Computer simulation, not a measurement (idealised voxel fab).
process module | voxel local oxidation
cross-section cut | 300 nm wide | cells 5 nm
A cross-section is a grid of square cells, given in bands from the top down. A band is one or more rows of cells.
Each band's line starts with the height of the band's top and of its bottom, in nm. Then come its materials from left to right, each with its width in nm. One material with "throughout" fills the band from edge to edge. "air" is empty space.
Height 0 is the level under which the wafer as received is all one material. The lowest band goes on downwards, as in "0 down".
A width such as "30 to 40" changes by the same amount from each row of cells to the next, from the band's top row to its bottom row.
"no change" after a step means that no cell of the cross-section changed.
closed voids: empty space of 8 cells or more with no open way to the top, each as width x height at its distance from the left edge, in nm
after a step's settings: what the simulator itself notes on the step
overlay nm, on a step with a mask: how far to the right of its planned place the mask lay; to the left if negative
plan
1 op RECEIVE | material Si
2 op CONFORMAL_DEP | material SiO2 | thk nm 5
3 op CONFORMAL_DEP | material SiN | thk nm 15
4 op PATTERN | tone cover | mask id ACTIVE | material resist | width nm 100 | thk nm 15 | overlay nm 0
5 op DIRECTIONAL_ETCH | etch materials SiN | depth nm 15
6 op STRIP | etch materials resist
7 op SELECTIVE_ETCH | etch materials SiO2 | depth nm 5
8 op OXIDIZE | depth nm 10
9 op STRIP | etch materials SiN
first wafer, as planned
as received, after step 1
  0 down: Si throughout
  closed voids: none
after step 2
  5 to 0: SiO2 throughout
  below 0: unchanged
after step 3
  20 to 5: SiN throughout
  below 5: unchanged
after step 4
  35 to 20: air 100 | resist 100 | air 100
  below 20: unchanged
after step 5
  35 to 20: air 100 | resist 100 | air 100
  20 to 5: air 100 | SiN 100 | air 100
  below 5: unchanged
after step 6
  20 to 5: air 100 | SiN 100 | air 100
  below 5: unchanged
after step 7
  20 to 5: air 100 | SiN 100 | air 100
  5 to 0: air 105 | SiO2 90 | air 105
  below 0: unchanged
after step 8
  20 to 5: air 100 | SiN 100 | air 100
  5 to 0: air 105 | SiO2 90 | air 105
  0 to -10: SiO2 115 | Si 70 | SiO2 115
  below -10: unchanged
after step 9
  5 to 0: air 105 | SiO2 90 | air 105
  below 0: unchanged
second wafer: like start, like plan, one mistake. Through step 3 it matches the first wafer
when step 4 should have ended
  35 to 20: resist 100 | air 100 | resist 100
  below 20: unchanged
when step 5 should have ended
  35 to 20: resist 100 | air 100 | resist 100
  20 to 5: SiN 100 | air 100 | SiN 100
  below 5: unchanged
when step 6 should have ended
  20 to 5: SiN 100 | air 100 | SiN 100
  below 5: unchanged
when step 7 should have ended
  20 to 5: SiN 100 | air 100 | SiN 100
  5 to 0: SiO2 95 | air 110 | SiO2 95
  below 0: unchanged
when step 8 should have ended
  20 to 5: SiN 100 | air 100 | SiN 100
  5 to 0: SiO2 95 | air 110 | SiO2 95
  0 to -10: Si 85 | SiO2 130 | Si 85
  below -10: unchanged
when step 9 should have ended
  5 to 0: SiO2 95 | air 110 | SiO2 95
  below 0: unchanged
what went wrong: step 4 ran as: op PATTERN | tone open | mask id ACTIVE | material resist | width nm 100 | thk nm 15 | overlay nm 0
at the end the second wafer has, in cells: 40 more of Si | 20 fewer of SiO2
